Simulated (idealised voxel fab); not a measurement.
Process module heading - voxel gate over fins
165 nm wide, 5 nm square cells: that's cross-section cut.
Cross-section = grid of square cells, listed top down in bands; band = one or more rows.
Top height, bottom height, nm. Materials left to right, width each, nm. Single material + "full width" = fills band edge to edge. "air" = empty.
Ref level 0: as-received wafer is one material below here. Bottom band extends down with no lower bound ("0 down").
Quick explanation for "30 to 40": the width changes in equal steps down the rows of cells, from the first number in the band's top row to the second number in its bottom row.
Where the words "nothing different" appear for a step, the cross-section shows no cell changed by that step; every cell remained as before.
What "Closed voids list" gives you is every empty space of 8 cells or more that is cut off from the top. Each appears as width x height at distance, with the distance taken from the left edge and width, height and distance all in nm.
Heads up: the bit after the settings on a step's line is the simulator's remark on that step.
When a step includes a mask, the "overlay nm" setting on its line states how far to the right of its planned place that mask lay, and negative values state how far to the left.
# Steps in the process plan
1,RECEIVE: material Si
2,CONFORMAL_DEP: material SiN, thk nm 10
3,MASKED_ETCH: tone cover, mask id FINS, width nm 15, pitch nm 35, etch materials SiN, depth nm 10, overlay nm 0
4,MASKED_ETCH: tone cover, mask id FINS, width nm 15, pitch nm 35, etch materials Si, depth nm 30, overlay nm 0
5,OXIDIZE: depth nm 5
6,FILL_DEP: material SiO2, thk nm 5
7,CMP: height nm 10
8,SELECTIVE_ETCH: etch materials SiO2, depth nm 20
9,STRIP: etch materials SiN
10,CONFORMAL_DEP: material HfO2, thk nm 5
11,CONFORMAL_DEP: material TiN, thk nm 5
12,FILL_DEP: material W, thk nm 10
13,CMP: height nm 15
14,CONFORMAL_DEP: material SiN, thk nm 10
# as received, after step 1
- 0 down: Si full width
- Closed voids list: none
# End state of the module in cross-section, given the above starting point and plan and one mistake in execution
- 25 to 15: SiN full width
- 15 to 10: W full width
- 10 to 5: W: 35, then TiN: 25, then W: 10, then TiN: 25, then W: 10, then TiN: 25, then W: 35
- 5 to 0: W: 35, then TiN: 5, then HfO2: 15, then TiN: 5, then W: 10, then TiN: 5, then HfO2: 15, then TiN: 5, then W: 10, then TiN: 5, then HfO2: 15, then TiN: 5, then W: 35
- 0 to -5: TiN: 40, then HfO2: 5, then Si: 5, then HfO2: 5, then TiN: 20, then HfO2: 5, then Si: 5, then HfO2: 5, then TiN: 20, then HfO2: 5, then Si: 5, then HfO2: 5, then TiN: 40
- -5 to -10: HfO2: 45, then Si: 5, then HfO2: 30, then Si: 5, then HfO2: 30, then Si: 5, then HfO2: 45
- -10 to -40: SiO2: 45, then Si: 5, then SiO2: 30, then Si: 5, then SiO2: 30, then Si: 5, then SiO2: 45
- -40 down: Si full width
- Closed voids list: none
Which mistake was made when the wafer was run? in deviation from the planned setting, step 4 was conducted as MASKED_ETCH: tone cover, mask id FINS, width nm 15, pitch nm 35, etch materials Si, depth nm 35, overlay nm 0
